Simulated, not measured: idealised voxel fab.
The document below concerns the process module designated voxel self aligned contacts.
The width of the displayed cross-section, cut, is 235 nm; its cells are square, with a size of 5 nm.
Cross-section layout: square cells on a grid; listed as bands, top to bottom; a band spans one or more cell rows.
Top height, bottom height, nm. Materials left to right, width each, nm. Single material + "edge to edge" = fills band edge to edge. "empty" = empty.
Heights from 0 (as-received wafer is one material below). Bottom band endless downward, as "top 0, no bottom".
A two-number width, for instance "30 to 40", indicates that the width is equal to the first number in the top row of the band and to the second number in the bottom row, and that it changes by a constant amount per row of cells.
Take "no modification" at face value: in the step it is given for, the cross-section changed in none of its cells.
In "Enclosed void catalog" the enclosed voids are listed, meaning empty spaces of 8 cells or larger without any opening to the top. The form is width x height at distance, distance from the left edge, units nm.
On a step's line, text after the settings is the simulator commenting on that step.
The optional step-line setting "overlay nm" applies to steps with a mask and quantifies how far to the right of its planned location the mask lay, a negative value indicating leftward placement.

### Listed below are the process steps as planned
1) RECEIVE,material Si
2) OXIDIZE,depth nm 5
3) DIRECTIONAL_DEP,material polySi,thk nm 25
4) DIRECTIONAL_DEP,material SiN,thk nm 15
5) PATTERN,tone cover,mask id GATE,material resist,width nm 15,pitch nm 50,thk nm 20,overlay nm 0
6) DIRECTIONAL_ETCH,etch materials SiN,depth nm 15
7) DIRECTIONAL_ETCH,etch materials polySi,depth nm 25
8) STRIP,etch materials resist
9) CONFORMAL_DEP,material SiN,thk nm 5
10) DIRECTIONAL_ETCH,etch materials SiN,depth nm 5
11) FILL_DEP,material SiO2,thk nm 20
12) CMP,height nm 50
13) DIRECTIONAL_DEP,material aC,thk nm 10
14) PATTERN,tone open,mask id CONTACT,material resist,width nm 35,pitch nm 50,thk nm 30,overlay nm 0
15) DIRECTIONAL_ETCH,etch materials aC,depth nm 10
16) STRIP,etch materials resist
17) DIRECTIONAL_ETCH,etch materials SiO2,depth nm 55
18) STRIP,etch materials aC
19) CONFORMAL_DEP,material TiN,thk nm 5
20) FILL_DEP,material Ru,thk nm 10
21) CMP,height nm 50
22) CONFORMAL_DEP,material SiCN,thk nm 5
Variable across wafers: step 5 width nm (plan value is that of the first wafer; starting state common to all).

### Received condition of the first of several wafers, sectioned: post-step 1
    top 0, no bottom = Si edge to edge
    Enclosed void catalog: none

### Table: wafers, a row each; end-of-module cell change per material since receipt, gain (+), loss (-); then closed voids
width nm 15, +64 Ru, -47 Si, +47 SiCN, +75 SiN, +279 SiO2, +54 TiN, +45 polySi, Enclosed void catalog: none
width nm 20, +46 Ru, -47 Si, +47 SiCN, +84 SiN, +273 SiO2, +54 TiN, +60 polySi, Enclosed void catalog: none
width nm 25, +28 Ru, -47 Si, +47 SiCN, +93 SiN, +267 SiO2, +54 TiN, +75 polySi, Enclosed void catalog: none
width nm 30, +10 Ru, -47 Si, +47 SiCN, +102 SiN, +261 SiO2, +54 TiN, +90 polySi, Enclosed void catalog: none
width nm 35, +10 Ru, -47 Si, +47 SiCN, +111 SiN, +255 SiO2, +36 TiN, +105 polySi, Enclosed void catalog: none
